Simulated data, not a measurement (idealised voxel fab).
Module name: voxel self aligned vias (process module)
The cross-section shown here is cut; it is 140 nm wide and divided into square cells measuring 5 nm on a side.
A cross-section is a grid of square cells, given in bands from the top down. A band is one or more rows of cells.
For a band, the entry starts with two heights in nm, that of the top and then that of the bottom, and carries on with the band's materials in order from left to right, each alongside its width in nm; the word "throughout" beside a single material means it fills the band edge to edge, and "air" means empty space.
A quick word on heights: they are counted from 0, and under that level the wafer as it came to us is one material throughout. The lowest band is different from the rest in having no bottom; it simply continues downward, written as in "0..down".
Width: "30..40" (first number = top row, second number = bottom row, same change from row to row of cells).
When a step is marked "changes: none", none of the cells in the cross-section changed during that step.
In the "Trapped void list" entry, you get each enclosed empty space of 8 cells or more, one with no open way to the top, written width x height at distance, distance from the left edge, in nm.
On each step's line, the part that comes after the settings is the simulator's own comment on the step.
What "overlay nm" on a step's line means: if the step has a mask, that mask lay this far to the right of its planned place, or, when the value is negative, to the left.

So here's the lineup of process steps we planned
- 1: RECEIVE: material Si
- 2: CONFORMAL_DEP: material SiO2, thk nm 10
- 3: CONFORMAL_DEP: material SiCN, thk nm 5
- 4: DIRECTIONAL_DEP: material lowk, thk nm 25
- 5: PATTERN: tone open, mask id LINES, material resist, width nm 20, pitch nm 45, thk nm 20, overlay nm 0
- 6: DIRECTIONAL_ETCH: etch materials lowk, depth nm 30
- 7: STRIP: etch materials resist
- 8: CONFORMAL_DEP: material TiN, thk nm 5
- 9: FILL_DEP: material W, thk nm 10
- 10: CMP: height nm 45
- 11: SELECTIVE_ETCH: etch materials W Ru TiN, depth nm 10
- 12: FILL_DEP: material SiN, thk nm 5
- 13: CMP: height nm 45
- 14: DIRECTIONAL_DEP: material lowk, thk nm 20
- 15: DIRECTIONAL_DEP: material aC, thk nm 10
- 16: PATTERN: tone open, mask id VIAS, material resist, width nm 30, pitch nm 45, thk nm 25, overlay nm 0
- 17: DIRECTIONAL_ETCH: etch materials aC, depth nm 10
- 18: STRIP: etch materials resist
- 19: DIRECTIONAL_ETCH: etch materials lowk, depth nm 20
- 20: DIRECTIONAL_ETCH: etch materials SiN, depth nm 10
- 21: STRIP: etch materials aC
- 22: CONFORMAL_DEP: material TiN, thk nm 5
- 23: FILL_DEP: material Cu, thk nm 10
- 24: CMP: height nm 65
- 25: CONFORMAL_DEP: material SiCN, thk nm 5
The wafers in this document start out alike and differ in the thk nm applied at step 4; the plan shows the value used for the first wafer.

first wafer as received, after step 1
> 0..down | Si throughout
> Trapped void list: none

Module finished, last step 25 done: cross-section of the first of several wafers
> 70..65 | SiCN throughout
> 65..45 | 30 of lowk, 5 of TiN, 20 of Cu, 5 of TiN, 15 of lowk, 5 of TiN, 20 of Cu, 5 of TiN, 35 of lowk
> 45..40 | 30 of SiN, 10 of TiN, 10 of Cu, 10 of TiN, 15 of SiN, 10 of TiN, 10 of Cu, 10 of TiN, 35 of SiN
> 40..35 | 35 of lowk, 20 of TiN, 25 of lowk, 20 of TiN, 40 of lowk
> 35..20 | 35 of lowk, 5 of TiN, 10 of W, 5 of TiN, 25 of lowk, 5 of TiN, 10 of W, 5 of TiN, 40 of lowk
> 20..15 | 35 of lowk, 20 of TiN, 25 of lowk, 20 of TiN, 40 of lowk
> 15..10 | SiCN throughout
> 10..0 | SiO2 throughout
> 0..down | Si throughout
> Trapped void list: none

Cross-section at module completion, last wafer
> 70..65 | SiCN throughout
> 65..50 | 30 of lowk, 5 of TiN, 20 of Cu, 5 of TiN, 15 of lowk, 5 of TiN, 20 of Cu, 5 of TiN, 35 of lowk
> 50..40 | 30..35 of lowk, 10..5 of TiN, 10 of Cu, 10..5 of TiN, 15..25 of lowk, 10..5 of TiN, 10 of Cu, 10..5 of TiN, 35..40 of lowk
> 40..30 | 35 of lowk, 20 of TiN, 25 of lowk, 20 of TiN, 40 of lowk
> 30..15 | lowk throughout
> 15..10 | SiCN throughout
> 10..0 | SiO2 throughout
> 0..down | Si throughout
> Trapped void list: none

Below, a row for every wafer. Read it as the end-of-module picture: for each material the wafer shows its cells gained (+) or lost (-) since it was received, and then its closed voids
thk nm 25, +36 Cu, +56 SiCN, +16 SiN, +56 SiO2, +52 TiN, +12 W, +164 lowk, Trapped void list: none
thk nm 30, +32 Cu, +56 SiCN, +56 SiO2, +52 TiN, +12 W, +184 lowk, Trapped void list: none
thk nm 35, +32 Cu, +56 SiCN, +56 SiO2, +48 TiN, +8 W, +192 lowk, Trapped void list: none
thk nm 40, +32 Cu, +56 SiCN, +56 SiO2, +44 TiN, +4 W, +200 lowk, Trapped void list: none
thk nm 45, +32 Cu, +56 SiCN, +56 SiO2, +40 TiN, +208 lowk, Trapped void list: none
